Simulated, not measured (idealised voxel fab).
Process module name: voxel self aligned vias
For reference, the cross-section in this document is cut, with width 290 nm and square cells of 5 nm.
Cross-section, as written here: a square-cell grid given band by band from the top down, where a band holds one or more rows of cells. The band entry comprises the height of the band's top followed by the height of its bottom, expressed in nm, and subsequently the band's materials from left to right, each stated together with its width in nm. Where a single material is marked with the word "all across", that material fills the band from edge to edge. The word "air" represents empty space. Height is counted from the level 0, under which the received wafer is composed throughout of one material. The lowest of the bands is not closed at the bottom but continues downward, in the notation "0 nm and below". The two numbers in a width such as "30 to 40" mark its ends across the band: the first belongs to the top row of cells, the second to the bottom row, and from each row to the next the width moves by the same amount. Where a step carries "no alterations made", the cross-section came out of it unchanged, cell for cell. "Closed void table" lists enclosed empty spaces (at least 8 cells, no open path upward to the top), each as width x height at distance from the left edge, in nm. On each step's line, the part that comes after the settings is the simulator's own comment on the step. Regarding "overlay nm": on a step with a mask, it is the distance the mask lay to the right of its planned place; a negative value places it to the left.
### Planned process steps
1. RECEIVE | material Si
2. CONFORMAL_DEP | material SiO2 | thk nm 15
3. CONFORMAL_DEP | material SiCN | thk nm 5
4. DIRECTIONAL_DEP | material SiO2 | thk nm 20
5. PATTERN | tone open | mask id LINES | material resist | width nm 25 | pitch nm 55 | thk nm 15 | overlay nm 0
6. DIRECTIONAL_ETCH | etch materials SiO2 | depth nm 20
7. STRIP | etch materials resist
8. CONFORMAL_DEP | material TiN | thk nm 5
9. FILL_DEP | material Ru | thk nm 5
10. CMP | height nm 40
11. SELECTIVE_ETCH | etch materials W Ru TiN | depth nm 10
12. FILL_DEP | material SiN | thk nm 10
13. CMP | height nm 40
14. DIRECTIONAL_DEP | material SiO2 | thk nm 15
15. DIRECTIONAL_DEP | material aC | thk nm 15
16. PATTERN | tone open | mask id VIAS | material resist | width nm 35 | pitch nm 55 | thk nm 35 | overlay nm 0
17. DIRECTIONAL_ETCH | etch materials aC | depth nm 15
18. STRIP | etch materials resist
19. DIRECTIONAL_ETCH | etch materials SiO2 | depth nm 15
20. DIRECTIONAL_ETCH | etch materials SiN | depth nm 10
21. STRIP | etch materials aC
22. CONFORMAL_DEP | material TiN | thk nm 5
23. FILL_DEP | material Ru | thk nm 5
24. CMP | height nm 55
25. CONFORMAL_DEP | material SiCN | thk nm 5
### As-received state of the wafer in cross-section, equivalent to post-step 1
> 0 nm and below = Si all across
> Closed void table: none
### Wafer cross-section at end of module: start and plan as shown above, one execution error
> 60 nm to 55 nm = SiCN all across
> 55 nm to 45 nm = SiO2=105  TiN=5  Ru=20  TiN=5  SiO2=25  TiN=5  Ru=20  TiN=5  SiO2=100
> 45 nm to 35 nm = SiO2=105  TiN=5  Ru=15  TiN=10 to 5  SiO2=25 to 30  TiN=5  Ru=15  TiN=10 to 5  SiO2=100 to 105
> 35 nm to 30 nm = SiO2=105  TiN=25  SiO2=30  TiN=25  SiO2=105
> 30 nm to 25 nm = SiO2=105  TiN=5  Ru=15  TiN=5  SiO2=30  TiN=5  Ru=15  TiN=5  SiO2=105
> 25 nm to 20 nm = SiO2=105  TiN=25  SiO2=30  TiN=25  SiO2=105
> 20 nm to 15 nm = SiCN all across
> 15 nm to 0 nm = SiO2 all across
> 0 nm and below = Si all across
> Closed void table: none
Which mistake was made when the wafer was run? step 16: run off-plan, actual operation and settings PATTERN | tone open | mask id VIAS | material resist | width nm 30 | pitch nm 55 | thk nm 35 | overlay nm 0
